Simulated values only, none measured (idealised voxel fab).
process module | voxel transistor to metal
cross-section cut | 185 nm wide | cells 5 nm
A cross-section is a grid of square cells, given in bands from the top down. A band is one or more rows of cells.
Each band's line starts with the height of the band's top and of its bottom, in nm. Then come its materials from left to right, each with its width in nm. One material with "throughout" fills the band from edge to edge. "air" is empty space.
Height 0 is the level under which the wafer as received is all one material. The lowest band goes on downwards, as in "0 down".
A width such as "30 to 40" changes by the same amount from each row of cells to the next, from the band's top row to its bottom row.
"no change" after a step means that no cell of the cross-section changed.
closed voids: empty space of 8 cells or more with no open way to the top, each as width x height at its distance from the left edge, in nm
after a step's settings: what the simulator itself notes on the step
overlay nm, on a step with a mask: how far to the right of its planned place the mask lay; to the left if negative
plan
1 op RECEIVE | material Si
2 op CONFORMAL_DEP | material SiO2 | thk nm 5
3 op CONFORMAL_DEP | material SiN | thk nm 10
4 op MASKED_ETCH | tone cover | mask id ACTIVE | width nm 100 | etch materials SiN | depth nm 10 | overlay nm 0
5 op MASKED_ETCH | tone cover | mask id ACTIVE | width nm 100 | etch materials SiO2 | depth nm 5 | overlay nm 0
6 op MASKED_ETCH | tone cover | mask id ACTIVE | width nm 100 | etch materials Si | depth nm 30 | overlay nm 0
7 op FILL_DEP | material SiO2 | thk nm 15
8 op CMP | height nm 15
9 op SELECTIVE_ETCH | etch materials SiO2 | depth nm 5
10 op STRIP | etch materials SiN
11 op SELECTIVE_ETCH | etch materials SiO2 | depth nm 5
12 op OXIDIZE | depth nm 5
13 op DIRECTIONAL_DEP | material polySi | thk nm 30
14 op DIRECTIONAL_DEP | material SiCN | thk nm 15
15 op MASKED_ETCH | tone cover | mask id GATE | width nm 20 | etch materials SiCN | depth nm 25 | overlay nm 0
16 op MASKED_ETCH | tone cover | mask id GATE | width nm 20 | etch materials polySi | depth nm 40 | overlay nm 0
17 op CONFORMAL_DEP | material SiN | thk nm 10
18 op DIRECTIONAL_ETCH | etch materials SiN | depth nm 10
19 op DIRECTIONAL_ETCH | etch materials SiO2 | depth nm 5
20 op DIRECTIONAL_ETCH | etch materials Si | depth nm 5
21 op EPI | material SiGe | thk nm 5
22 op FILL_DEP | material SiO2 | thk nm 10
23 op CMP | height nm 45
24 op DIRECTIONAL_DEP | material SiO2 | thk nm 10
25 op MASKED_ETCH | tone open | mask id CONTACT | width nm 20 | pitch nm 70 | etch materials SiO2 | depth nm 60 | overlay nm 0
26 op CONFORMAL_DEP | material TiN | thk nm 5
27 op FILL_DEP | material Ru | thk nm 10
28 op CMP | height nm 55
29 op CONFORMAL_DEP | material SiN | thk nm 5
30 op DIRECTIONAL_DEP | material SiO2 | thk nm 15
31 op PATTERN | tone open | mask id METAL_1 | material resist | width nm 20 | pitch nm 70 | thk nm 15 | overlay nm 0
32 op DIRECTIONAL_ETCH | etch materials SiO2 | depth nm 15
33 op DIRECTIONAL_ETCH | etch materials SiN | depth nm 5
34 op STRIP | etch materials resist
35 op CONFORMAL_DEP | material TiN | thk nm 5
36 op FILL_DEP | material Cu | thk nm 10
37 op CMP | height nm 75
38 op CONFORMAL_DEP | material SiCN | thk nm 5
39 op DIRECTIONAL_DEP | material lowk | thk nm 30
40 op MASKED_ETCH | tone open | mask id METAL_2_HOLES | width nm 15 | pitch nm 70 | etch materials lowk | depth nm 30 | overlay nm 0
41 op MASKED_ETCH | tone open | mask id METAL_2 | width nm 20 | pitch nm 70 | etch materials lowk | depth nm 15 | overlay nm 0
42 op MASKED_ETCH | tone open | mask id METAL_2 | width nm 20 | pitch nm 70 | etch materials SiCN | depth nm 5 | overlay nm 0
43 op CONFORMAL_DEP | material TiN | thk nm 5
44 op FILL_DEP | material Cu | thk nm 5
45 op CMP | height nm 110
46 op CONFORMAL_DEP | material SiN | thk nm 5
first wafer, as planned
as received, after step 1
  0 down: Si throughout
  closed voids: none
after step 2
  5 to 0: SiO2 throughout
  below 0: unchanged
after step 3
  15 to 5: SiN throughout
  below 5: unchanged
after step 4
  15 to 5: air 40 | SiN 100 | air 45
  below 5: unchanged
after step 5
  15 to 5: air 40 | SiN 100 | air 45
  5 to 0: air 40 | SiO2 100 | air 45
  below 0: unchanged
after step 6
  15 to 5: air 40 | SiN 100 | air 45
  5 to 0: air 40 | SiO2 100 | air 45
  0 to -30: air 40 | Si 100 | air 45
  below -30: unchanged
after step 7
  30 to 15: SiO2 throughout
  15 to 5: SiO2 40 | SiN 100 | SiO2 45
  5 to 0: SiO2 throughout
  0 to -30: SiO2 40 | Si 100 | SiO2 45
  below -30: unchanged
after step 8
  15 to 5: SiO2 40 | SiN 100 | SiO2 45
  below 5: unchanged
after step 9
  15 to 10: air 40 | SiN 100 | air 45
  below 10: unchanged
after step 10
  10 to 5: SiO2 40 | air 100 | SiO2 45
  below 5: unchanged
after step 11
  5 to 0: SiO2 35 | air 110 | SiO2 40
  below 0: unchanged
after step 12
  5 to 0: SiO2 35 | air 110 | SiO2 40
  0 to -5: SiO2 throughout
  below -5: unchanged
after step 13
  35 to 30: polySi 35 | air 110 | polySi 40
  30 to 5: polySi throughout
  5 to 0: SiO2 35 | polySi 110 | SiO2 40
  below 0: unchanged
after step 14
  50 to 45: SiCN 35 | air 110 | SiCN 40
  45 to 35: SiCN throughout
  35 to 30: polySi 35 | SiCN 110 | polySi 40
  below 30: unchanged
after step 15
  45 to 35: air 80 | SiCN 20 | air 85
  35 to 30: polySi 35 | air 45 | SiCN 20 | air 45 | polySi 40
  below 30: unchanged
after step 16
  45 to 30: air 80 | SiCN 20 | air 85
  30 to 5: air 80 | polySi 20 | air 85
  5 to 0: SiO2 35 | air 45 | polySi 20 | air 45 | SiO2 40
  below 0: unchanged
after step 17
  55 to 45: air 70 | SiN 40 | air 75
  45 to 30: air 70 | SiN 10 | SiCN 20 | SiN 10 | air 75
  30 to 15: air 70 | SiN 10 | polySi 20 | SiN 10 | air 75
  15 to 10: SiN 45 | air 25 | SiN 10 | polySi 20 | SiN 10 | air 25 | SiN 50
  10 to 5: SiN 80 | polySi 20 | SiN 85
  5 to 0: SiO2 35 | SiN 45 | polySi 20 | SiN 45 | SiO2 40
  below 0: unchanged
after step 18
  45 to 30: air 70 | SiN 10 | SiCN 20 | SiN 10 | air 75
  30 to 5: air 70 | SiN 10 | polySi 20 | SiN 10 | air 75
  5 to 0: SiO2 35 | SiN 10 | air 25 | SiN 10 | polySi 20 | SiN 10 | air 25 | SiN 10 | SiO2 40
  below 0: unchanged
after step 19
  45 to 30: air 70 | SiN 10 | SiCN 20 | SiN 10 | air 75
  30 to 5: air 70 | SiN 10 | polySi 20 | SiN 10 | air 75
  5 to 0: air 35 | SiN 10 | air 25 | SiN 10 | polySi 20 | SiN 10 | air 25 | SiN 10 | air 40
  0 to -5: SiO2 45 | air 25 | SiO2 40 | air 25 | SiO2 50
  below -5: unchanged
after step 20
  45 to 30: air 70 | SiN 10 | SiCN 20 | SiN 10 | air 75
  30 to 5: air 70 | SiN 10 | polySi 20 | SiN 10 | air 75
  5 to 0: air 35 | SiN 10 | air 25 | SiN 10 | polySi 20 | SiN 10 | air 25 | SiN 10 | air 40
  0 to -5: SiO2 45 | air 25 | SiO2 40 | air 25 | SiO2 50
  -5 to -10: SiO2 40 | Si 5 | air 25 | Si 40 | air 25 | Si 5 | SiO2 45
  below -10: unchanged
after step 21
  45 to 30: air 70 | SiN 10 | SiCN 20 | SiN 10 | air 75
  30 to 5: air 70 | SiN 10 | polySi 20 | SiN 10 | air 75
  5 to 0: air 35 | SiN 10 | air 25 | SiN 10 | polySi 20 | SiN 10 | air 25 | SiN 10 | air 40
  0 to -5: SiO2 45 | SiGe 5 | air 15 | SiGe 5 | SiO2 40 | SiGe 5 | air 15 | SiGe 5 | SiO2 50
  -5 to -10: SiO2 40 | Si 5 | SiGe 25 | Si 40 | SiGe 25 | Si 5 | SiO2 45
  below -10: unchanged
after step 22
  55 to 45: SiO2 throughout
  45 to 30: SiO2 70 | SiN 10 | SiCN 20 | SiN 10 | SiO2 75
  30 to 5: SiO2 70 | SiN 10 | polySi 20 | SiN 10 | SiO2 75
  5 to 0: SiO2 35 | SiN 10 | SiO2 25 | SiN 10 | polySi 20 | SiN 10 | SiO2 25 | SiN 10 | SiO2 40
  0 to -5: SiO2 45 | SiGe 5 | SiO2 15 | SiGe 5 | SiO2 40 | SiGe 5 | SiO2 15 | SiGe 5 | SiO2 50
  below -5: unchanged
after step 23
  45 to 30: SiO2 70 | SiN 10 | SiCN 20 | SiN 10 | SiO2 75
  below 30: unchanged
after step 24
  55 to 45: SiO2 throughout
  below 45: unchanged
after step 25
  55 to 45: SiO2 45 | air 20 | SiO2 50 | air 20 | SiO2 50
  45 to 30: SiO2 45 | air 20 | SiO2 5 | SiN 10 | SiCN 20 | SiN 10 | SiO2 5 | air 20 | SiO2 50
  30 to 5: SiO2 45 | air 20 | SiO2 5 | SiN 10 | polySi 20 | SiN 10 | SiO2 5 | air 20 | SiO2 50
  5 to 0: SiO2 35 | SiN 10 | air 20 | SiO2 5 | SiN 10 | polySi 20 | SiN 10 | SiO2 5 | air 20 | SiN 10 | SiO2 40
  0 to -5: SiO2 45 | SiGe 5 | air 15 | SiGe 5 | SiO2 40 | SiGe 5 | air 15 | SiGe 5 | SiO2 50
  below -5: unchanged
after step 26
  60 to 55: TiN 50 | air 10 | TiN 60 | air 10 | TiN 55
  55 to 45: SiO2 45 | TiN 5 | air 10 | TiN 5 | SiO2 50 | TiN 5 | air 10 | TiN 5 | SiO2 50
  45 to 30: SiO2 45 | TiN 5 | air 10 | TiN 5 | SiO2 5 | SiN 10 | SiCN 20 | SiN 10 | SiO2 5 | TiN 5 | air 10 | TiN 5 | SiO2 50
  30 to 5: SiO2 45 | TiN 5 | air 10 | TiN 5 | SiO2 5 | SiN 10 | polySi 20 | SiN 10 | SiO2 5 | TiN 5 | air 10 | TiN 5 | SiO2 50
  5 to 0: SiO2 35 | SiN 10 | TiN 10 | air 5 | TiN 5 | SiO2 5 | SiN 10 | polySi 20 | SiN 10 | SiO2 5 | TiN 5 | air 5 | TiN 10 | SiN 10 | SiO2 40
  0 to -5: SiO2 45 | SiGe 5 | TiN 15 | SiGe 5 | SiO2 40 | SiGe 5 | TiN 15 | SiGe 5 | SiO2 50
  below -5: unchanged
after step 27
  70 to 60: Ru throughout
  60 to 55: TiN 50 | Ru 10 | TiN 60 | Ru 10 | TiN 55
  55 to 45: SiO2 45 | TiN 5 | Ru 10 | TiN 5 | SiO2 50 | TiN 5 | Ru 10 | TiN 5 | SiO2 50
  45 to 30: SiO2 45 | TiN 5 | Ru 10 | TiN 5 | SiO2 5 | SiN 10 | SiCN 20 | SiN 10 | SiO2 5 | TiN 5 | Ru 10 | TiN 5 | SiO2 50
  30 to 5: SiO2 45 | TiN 5 | Ru 10 | TiN 5 | SiO2 5 | SiN 10 | polySi 20 | SiN 10 | SiO2 5 | TiN 5 | Ru 10 | TiN 5 | SiO2 50
  5 to 0: SiO2 35 | SiN 10 | TiN 10 | Ru 5 | TiN 5 | SiO2 5 | SiN 10 | polySi 20 | SiN 10 | SiO2 5 | TiN 5 | Ru 5 | TiN 10 | SiN 10 | SiO2 40
  below 0: unchanged
after step 28
  55 to 45: SiO2 45 | TiN 5 | Ru 10 | TiN 5 | SiO2 50 | TiN 5 | Ru 10 | TiN 5 | SiO2 50
  below 45: unchanged
after step 29
  60 to 55: SiN throughout
  below 55: unchanged
after step 30
  75 to 60: SiO2 throughout
  below 60: unchanged
after step 31
  90 to 75: resist 45 | air 20 | resist 50 | air 20 | resist 50
  below 75: unchanged
after step 32
  90 to 75: resist 45 | air 20 | resist 50 | air 20 | resist 50
  75 to 60: SiO2 45 | air 20 | SiO2 50 | air 20 | SiO2 50
  below 60: unchanged
after step 33
  90 to 75: resist 45 | air 20 | resist 50 | air 20 | resist 50
  75 to 60: SiO2 45 | air 20 | SiO2 50 | air 20 | SiO2 50
  60 to 55: SiN 45 | air 20 | SiN 50 | air 20 | SiN 50
  below 55: unchanged
after step 34
  75 to 60: SiO2 45 | air 20 | SiO2 50 | air 20 | SiO2 50
  below 60: unchanged
after step 35
  80 to 75: TiN 50 | air 10 | TiN 60 | air 10 | TiN 55
  75 to 60: SiO2 45 | TiN 5 | air 10 | TiN 5 | SiO2 50 | TiN 5 | air 10 | TiN 5 | SiO2 50
  60 to 55: SiN 45 | TiN 20 | SiN 50 | TiN 20 | SiN 50
  below 55: unchanged
after step 36
  90 to 80: Cu throughout
  80 to 75: TiN 50 | Cu 10 | TiN 60 | Cu 10 | TiN 55
  75 to 60: SiO2 45 | TiN 5 | Cu 10 | TiN 5 | SiO2 50 | TiN 5 | Cu 10 | TiN 5 | SiO2 50
  below 60: unchanged
after step 37
  75 to 60: SiO2 45 | TiN 5 | Cu 10 | TiN 5 | SiO2 50 | TiN 5 | Cu 10 | TiN 5 | SiO2 50
  below 60: unchanged
after step 38
  80 to 75: SiCN throughout
  below 75: unchanged
after step 39
  110 to 80: lowk throughout
  below 80: unchanged
after step 40
  110 to 80: lowk 45 | air 15 | lowk 55 | air 15 | lowk 55
  below 80: unchanged
after step 41
  110 to 95: lowk 45 | air 20 | lowk 50 | air 20 | lowk 50
  below 95: unchanged
after step 42
  110 to 95: lowk 45 | air 20 | lowk 50 | air 20 | lowk 50
  95 to 80: lowk 45 | air 15 | lowk 55 | air 15 | lowk 55
  80 to 75: SiCN 45 | air 15 | SiCN 55 | air 15 | SiCN 55
  below 75: unchanged
after step 43
  115 to 110: TiN 50 | air 10 | TiN 60 | air 10 | TiN 55
  110 to 100: lowk 45 | TiN 5 | air 10 | TiN 5 | lowk 50 | TiN 5 | air 10 | TiN 5 | lowk 50
  100 to 95: lowk 45 | TiN 5 | air 5 | TiN 10 | lowk 50 | TiN 5 | air 5 | TiN 10 | lowk 50
  95 to 80: lowk 45 | TiN 5 | air 5 | TiN 5 | lowk 55 | TiN 5 | air 5 | TiN 5 | lowk 55
  80 to 75: SiCN 45 | TiN 15 | SiCN 55 | TiN 15 | SiCN 55
  below 75: unchanged
after step 44
  120 to 115: Cu throughout
  115 to 110: TiN 50 | Cu 10 | TiN 60 | Cu 10 | TiN 55
  110 to 100: lowk 45 | TiN 5 | Cu 10 | TiN 5 | lowk 50 | TiN 5 | Cu 10 | TiN 5 | lowk 50
  100 to 95: lowk 45 | TiN 5 | Cu 5 | TiN 10 | lowk 50 | TiN 5 | Cu 5 | TiN 10 | lowk 50
  95 to 80: lowk 45 | TiN 5 | Cu 5 | TiN 5 | lowk 55 | TiN 5 | Cu 5 | TiN 5 | lowk 55
  below 80: unchanged
after step 45
  110 to 100: lowk 45 | TiN 5 | Cu 10 | TiN 5 | lowk 50 | TiN 5 | Cu 10 | TiN 5 | lowk 50
  below 100: unchanged
after step 46
  115 to 110: SiN throughout
  below 110: unchanged
second wafer: like start, like plan, one mistake. Through step 24 it matches the first wafer
when step 25 should have ended
  55 to 45: SiO2 50 | air 15 | SiO2 55 | air 15 | SiO2 50
  45 to 30: SiO2 50 | air 15 | SiO2 5 | SiN 10 | SiCN 20 | SiN 10 | SiO2 10 | air 15 | SiO2 50
  30 to 5: SiO2 50 | air 15 | SiO2 5 | SiN 10 | polySi 20 | SiN 10 | SiO2 10 | air 15 | SiO2 50
  5 to 0: SiO2 35 | SiN 10 | SiO2 5 | air 15 | SiO2 5 | SiN 10 | polySi 20 | SiN 10 | SiO2 10 | air 15 | SiN 10 | SiO2 40
  0 to -5: SiO2 45 | SiGe 5 | air 15 | SiGe 5 | SiO2 40 | SiGe 5 | SiO2 5 | air 10 | SiGe 5 | SiO2 50
  below -5: unchanged
when step 26 should have ended
  60 to 55: TiN 55 | air 5 | TiN 65 | air 5 | TiN 55
  55 to 45: SiO2 50 | TiN 5 | air 5 | TiN 5 | SiO2 55 | TiN 5 | air 5 | TiN 5 | SiO2 50
  45 to 30: SiO2 50 | TiN 5 | air 5 | TiN 5 | SiO2 5 | SiN 10 | SiCN 20 | SiN 10 | SiO2 10 | TiN 5 | air 5 | TiN 5 | SiO2 50
  30 to 5: SiO2 50 | TiN 5 | air 5 | TiN 5 | SiO2 5 | SiN 10 | polySi 20 | SiN 10 | SiO2 10 | TiN 5 | air 5 | TiN 5 | SiO2 50
  5 to 0: SiO2 35 | SiN 10 | SiO2 5 | TiN 5 | air 5 | TiN 5 | SiO2 5 | SiN 10 | polySi 20 | SiN 10 | SiO2 10 | TiN 15 | SiN 10 | SiO2 40
  0 to -5: SiO2 45 | SiGe 5 | TiN 15 | SiGe 5 | SiO2 40 | SiGe 5 | SiO2 5 | TiN 10 | SiGe 5 | SiO2 50
  below -5: unchanged
when step 27 should have ended
  70 to 60: Ru throughout
  60 to 55: TiN 55 | Ru 5 | TiN 65 | Ru 5 | TiN 55
  55 to 45: SiO2 50 | TiN 5 | Ru 5 | TiN 5 | SiO2 55 | TiN 5 | Ru 5 | TiN 5 | SiO2 50
  45 to 30: SiO2 50 | TiN 5 | Ru 5 | TiN 5 | SiO2 5 | SiN 10 | SiCN 20 | SiN 10 | SiO2 10 | TiN 5 | Ru 5 | TiN 5 | SiO2 50
  30 to 5: SiO2 50 | TiN 5 | Ru 5 | TiN 5 | SiO2 5 | SiN 10 | polySi 20 | SiN 10 | SiO2 10 | TiN 5 | Ru 5 | TiN 5 | SiO2 50
  5 to 0: SiO2 35 | SiN 10 | SiO2 5 | TiN 5 | Ru 5 | TiN 5 | SiO2 5 | SiN 10 | polySi 20 | SiN 10 | SiO2 10 | TiN 15 | SiN 10 | SiO2 40
  below 0: unchanged
when step 28 should have ended
  55 to 45: SiO2 50 | TiN 5 | Ru 5 | TiN 5 | SiO2 55 | TiN 5 | Ru 5 | TiN 5 | SiO2 50
  below 45: unchanged
when step 29 should have ended
  60 to 55: SiN throughout
  below 55: unchanged
when step 30 should have ended
  75 to 60: SiO2 throughout
  below 60: unchanged
when step 31 should have ended
  90 to 75: resist 45 | air 20 | resist 50 | air 20 | resist 50
  below 75: unchanged
when step 32 should have ended
  90 to 75: resist 45 | air 20 | resist 50 | air 20 | resist 50
  75 to 60: SiO2 45 | air 20 | SiO2 50 | air 20 | SiO2 50
  below 60: unchanged
when step 33 should have ended
  90 to 75: resist 45 | air 20 | resist 50 | air 20 | resist 50
  75 to 60: SiO2 45 | air 20 | SiO2 50 | air 20 | SiO2 50
  60 to 55: SiN 45 | air 20 | SiN 50 | air 20 | SiN 50
  below 55: unchanged
when step 34 should have ended
  75 to 60: SiO2 45 | air 20 | SiO2 50 | air 20 | SiO2 50
  below 60: unchanged
when step 35 should have ended
  80 to 75: TiN 50 | air 10 | TiN 60 | air 10 | TiN 55
  75 to 60: SiO2 45 | TiN 5 | air 10 | TiN 5 | SiO2 50 | TiN 5 | air 10 | TiN 5 | SiO2 50
  60 to 55: SiN 45 | TiN 20 | SiN 50 | TiN 20 | SiN 50
  below 55: unchanged
when step 36 should have ended
  90 to 80: Cu throughout
  80 to 75: TiN 50 | Cu 10 | TiN 60 | Cu 10 | TiN 55
  75 to 60: SiO2 45 | TiN 5 | Cu 10 | TiN 5 | SiO2 50 | TiN 5 | Cu 10 | TiN 5 | SiO2 50
  below 60: unchanged
when step 37 should have ended
  75 to 60: SiO2 45 | TiN 5 | Cu 10 | TiN 5 | SiO2 50 | TiN 5 | Cu 10 | TiN 5 | SiO2 50
  below 60: unchanged
when step 38 should have ended
  80 to 75: SiCN throughout
  below 75: unchanged
when step 39 should have ended
  110 to 80: lowk throughout
  below 80: unchanged
when step 40 should have ended
  110 to 80: lowk 45 | air 15 | lowk 55 | air 15 | lowk 55
  below 80: unchanged
when step 41 should have ended
  110 to 95: lowk 45 | air 20 | lowk 50 | air 20 | lowk 50
  below 95: unchanged
when step 42 should have ended
  110 to 95: lowk 45 | air 20 | lowk 50 | air 20 | lowk 50
  95 to 80: lowk 45 | air 15 | lowk 55 | air 15 | lowk 55
  80 to 75: SiCN 45 | air 15 | SiCN 55 | air 15 | SiCN 55
  below 75: unchanged
when step 43 should have ended
  115 to 110: TiN 50 | air 10 | TiN 60 | air 10 | TiN 55
  110 to 100: lowk 45 | TiN 5 | air 10 | TiN 5 | lowk 50 | TiN 5 | air 10 | TiN 5 | lowk 50
  100 to 95: lowk 45 | TiN 5 | air 5 | TiN 10 | lowk 50 | TiN 5 | air 5 | TiN 10 | lowk 50
  95 to 80: lowk 45 | TiN 5 | air 5 | TiN 5 | lowk 55 | TiN 5 | air 5 | TiN 5 | lowk 55
  80 to 75: SiCN 45 | TiN 15 | SiCN 55 | TiN 15 | SiCN 55
  below 75: unchanged
when step 44 should have ended
  120 to 115: Cu throughout
  115 to 110: TiN 50 | Cu 10 | TiN 60 | Cu 10 | TiN 55
  110 to 100: lowk 45 | TiN 5 | Cu 10 | TiN 5 | lowk 50 | TiN 5 | Cu 10 | TiN 5 | lowk 50
  100 to 95: lowk 45 | TiN 5 | Cu 5 | TiN 10 | lowk 50 | TiN 5 | Cu 5 | TiN 10 | lowk 50
  95 to 80: lowk 45 | TiN 5 | Cu 5 | TiN 5 | lowk 55 | TiN 5 | Cu 5 | TiN 5 | lowk 55
  below 80: unchanged
when step 45 should have ended
  110 to 100: lowk 45 | TiN 5 | Cu 10 | TiN 5 | lowk 50 | TiN 5 | Cu 10 | TiN 5 | lowk 50
  below 100: unchanged
when step 46 should have ended
  115 to 110: SiN throughout
  below 110: unchanged
what went wrong: step 25 ran as: op MASKED_ETCH | tone open | mask id CONTACT | width nm 15 | pitch nm 70 | etch materials SiO2 | depth nm 60 | overlay nm 0
at the end the second wafer has, in cells: 21 fewer of Ru | 23 more of SiO2 | 2 fewer of TiN
